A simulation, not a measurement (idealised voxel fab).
You're looking at the process module voxel capacitor over wiring.
We display cut, a cross-section 190 nm in width whose square cells are each 5 nm.
Cross-sections here: square-cell grids, written as top-down lists of bands, a band being one or more rows of cells.
Band: top height; bottom height; in nm. Then, left to right: material with width in nm, for each material. "throughout": a single material spanning edge to edge. "empty": empty space.
Heights from 0 (as-received wafer is one material below). Bottom band endless downward, as "0 down".
Width spec "30 to 40" -> top row of cells at first value, bottom row at second value, equal per-row change in between.
"all unchanged" after a step means that no cell of the cross-section changed.
The list in "Closed empty spaces" covers empty spaces of 8 cells or more that cannot reach the top through any open way, and it gives each as width x height at distance; the distance is from the left edge, and width, height and distance are in nm.
It should be noted that, on the line of a given step, the content following the step's settings is a remark produced by the simulator itself with respect to that step.
The optional step-line setting "overlay nm" applies to steps with a mask and quantifies how far to the right of its planned location the mask lay, a negative value indicating leftward placement.
## Here's what the planned process steps look like
- 1: RECEIVE [material Si]
- 2: CONFORMAL_DEP [material SiO2] [thk nm 10]
- 3: CONFORMAL_DEP [material SiN] [thk nm 5]
- 4: DIRECTIONAL_DEP [material SiO2] [thk nm 15]
- 5: DIRECTIONAL_DEP [material aC] [thk nm 10]
- 6: PATTERN [tone open] [mask id METAL_1] [material resist] [width nm 30] [pitch nm 80] [thk nm 30] [overlay nm 0]
- 7: DIRECTIONAL_ETCH [etch materials aC] [depth nm 10]
- 8: STRIP [etch materials resist]
- 9: DIRECTIONAL_ETCH [etch materials SiO2] [depth nm 15]
- 10: DIRECTIONAL_ETCH [etch materials SiN] [depth nm 5]
- 11: STRIP [etch materials aC]
- 12: CONFORMAL_DEP [material TiN] [thk nm 5]
- 13: FILL_DEP [material Ru] [thk nm 10]
- 14: CMP [height nm 30]
- 15: EPI [material Ru] [thk nm 5]
- 16: FILL_DEP [material SiCN] [thk nm 5]
- 17: DIRECTIONAL_DEP [material SiO2] [thk nm 10]
- 18: MASKED_ETCH [tone open] [mask id PLUG_1] [width nm 15] [etch materials SiO2] [depth nm 10] [overlay nm 0]
- 19: MASKED_ETCH [tone open] [mask id PLUG_1] [width nm 15] [etch materials SiCN] [depth nm 5] [overlay nm 0]
- 20: CONFORMAL_DEP [material TiN] [thk nm 5]
- 21: FILL_DEP [material Cu] [thk nm 5]
- 22: CMP [height nm 50]
- 23: DIRECTIONAL_DEP [material TiN] [thk nm 5]
- 24: DIRECTIONAL_DEP [material HfO2] [thk nm 5]
- 25: DIRECTIONAL_DEP [material TiN] [thk nm 10]
- 26: DIRECTIONAL_DEP [material aC] [thk nm 15]
- 27: PATTERN [tone cover] [mask id UPPER_PLATE] [material resist] [width nm 55] [thk nm 30] [overlay nm 0]
- 28: DIRECTIONAL_ETCH [etch materials aC] [depth nm 15]
- 29: STRIP [etch materials resist]
- 30: DIRECTIONAL_ETCH [etch materials TiN] [depth nm 10]
- 31: DIRECTIONAL_ETCH [etch materials HfO2] [depth nm 5]
- 32: STRIP [etch materials aC]
- 33: PATTERN [tone cover] [mask id LOWER_PLATE] [material resist] [width nm 65] [thk nm 15] [overlay nm 0]
- 34: DIRECTIONAL_ETCH [etch materials TiN] [depth nm 5]
- 35: STRIP [etch materials resist]
- 36: FILL_DEP [material SiO2] [thk nm 20]
- 37: CMP [height nm 85]
- 38: MASKED_ETCH [tone open] [mask id PLUG_2] [width nm 15] [etch materials SiO2] [depth nm 15] [overlay nm 0]
- 39: CONFORMAL_DEP [material TiN] [thk nm 5]
- 40: FILL_DEP [material W] [thk nm 5]
- 41: CMP [height nm 85]
- 42: CONFORMAL_DEP [material SiCN] [thk nm 5]
## This is the cross-section of the wafer as we received it, i.e. after step 1
* 0 down | Si throughout
* Closed empty spaces: none
## Wafer cross-section at module end: first of two, run to plan
* 90 to 85 | SiCN throughout
* 85 to 75 | SiO2=65  TiN=5  W=5  TiN=5  SiO2=110
* 75 to 70 | SiO2=65  TiN=15  SiO2=110
* 70 to 60 | SiO2=55  TiN=55  SiO2=80
* 60 to 55 | SiO2=55  HfO2=55  SiO2=80
* 55 to 50 | SiO2=50  TiN=65  SiO2=75
* 50 to 40 | SiO2=55  TiN=5  Cu=5  TiN=5  SiO2=120
* 40 to 35 | SiCN=55  TiN=15  SiCN=120
* 35 to 30 | SiCN=35  Ru=40  SiCN=40  Ru=40  SiCN=35
* 30 to 15 | SiO2=40  TiN=5  Ru=20  TiN=5  SiO2=50  TiN=5  Ru=20  TiN=5  SiO2=40
* 15 to 10 | SiN=40  TiN=30  SiN=50  TiN=30  SiN=40
* 10 to 0 | SiO2 throughout
* 0 down | Si throughout
* Closed empty spaces: none
## Now the second wafer, cross-sectioned at the end of the module. Nothing different at the start, nothing different in the plan compared with the first, just one mistake when it was actually run
* 90 to 85 | SiCN throughout
* 85 to 75 | SiO2=60  TiN=5  W=5  TiN=5  SiO2=115
* 75 to 70 | SiO2=60  TiN=15  SiO2=115
* 70 to 60 | SiO2=55  TiN=55  SiO2=80
* 60 to 55 | SiO2=55  HfO2=55  SiO2=80
* 55 to 50 | SiO2=50  TiN=65  SiO2=75
* 50 to 40 | SiO2=55  TiN=5  Cu=5  TiN=5  SiO2=120
* 40 to 35 | SiCN=55  TiN=15  SiCN=120
* 35 to 30 | SiCN=35  Ru=40  SiCN=40  Ru=40  SiCN=35
* 30 to 15 | SiO2=40  TiN=5  Ru=20  TiN=5  SiO2=50  TiN=5  Ru=20  TiN=5  SiO2=40
* 15 to 10 | SiN=40  TiN=30  SiN=50  TiN=30  SiN=40
* 10 to 0 | SiO2 throughout
* 0 down | Si throughout
* Closed empty spaces: none
Run error: note that step 38 departed from the planned setting and was carried out as MASKED_ETCH [tone open] [mask id PLUG_2] [width nm 15] [etch materials SiO2] [depth nm 15] [overlay nm -5]
So at the finish, the second wafer's got exactly as many cells of each material as the first, just not in the same spots.
